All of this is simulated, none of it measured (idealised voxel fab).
process module | voxel spacer lines
cross-section cut | 185 nm wide | cells 5 nm
A cross-section is a grid of square cells, given in bands from the top down. A band is one or more rows of cells.
Each band's line starts with the height of the band's top and of its bottom, in nm. Then come its materials from left to right, each with its width in nm. One material with "throughout" fills the band from edge to edge. "air" is empty space.
Height 0 is the level under which the wafer as received is all one material. The lowest band goes on downwards, as in "0 down".
A width such as "30 to 40" changes by the same amount from each row of cells to the next, from the band's top row to its bottom row.
"no change" after a step means that no cell of the cross-section changed.
closed voids: empty space of 8 cells or more with no open way to the top, each as width x height at its distance from the left edge, in nm
after a step's settings: what the simulator itself notes on the step
overlay nm, on a step with a mask: how far to the right of its planned place the mask lay; to the left if negative
plan
1 op RECEIVE | material Si
2 op CONFORMAL_DEP | material Al2O3 | thk nm 10
3 op DIRECTIONAL_DEP | material SiN | thk nm 10
4 op DIRECTIONAL_DEP | material polySi | thk nm 30
5 op PATTERN | tone cover | mask id MANDREL | material resist | width nm 20 | pitch nm 60 | thk nm 40 | overlay nm 0
6 op DIRECTIONAL_ETCH | etch materials polySi | depth nm 30
7 op STRIP | etch materials resist
8 op CONFORMAL_DEP | material SiO2 | thk nm 10
9 op DIRECTIONAL_ETCH | etch materials SiO2 | depth nm 10
10 op STRIP | etch materials polySi
11 op DIRECTIONAL_ETCH | etch materials SiN | depth nm 10
12 op STRIP | etch materials SiO2
as received, after step 1
  0 down: Si throughout
  closed voids: none
first wafer at the end, as planned
  20 to 10: air 10 | SiN 10 | air 20 | SiN 10 | air 20 | SiN 10 | air 20 | SiN 10 | air 20 | SiN 10 | air 20 | SiN 10 | air 15
  10 to 0: Al2O3 throughout
  0 down: Si throughout
  closed voids: none
second wafer at the end: like start, like plan, one mistake
  20 to 10: air 10 | SiN 10 | air 25 | SiN 10 | air 15 | SiN 10 | air 25 | SiN 10 | air 15 | SiN 10 | air 25 | SiN 10 | air 10
  10 to 0: Al2O3 throughout
  0 down: Si throughout
  closed voids: none
what went wrong: step 5 ran as: op PATTERN | tone cover | mask id MANDREL | material resist | width nm 25 | pitch nm 60 | thk nm 40 | overlay nm 0
at the end the second wafer has, in cells: as many of each material as the first, in other places
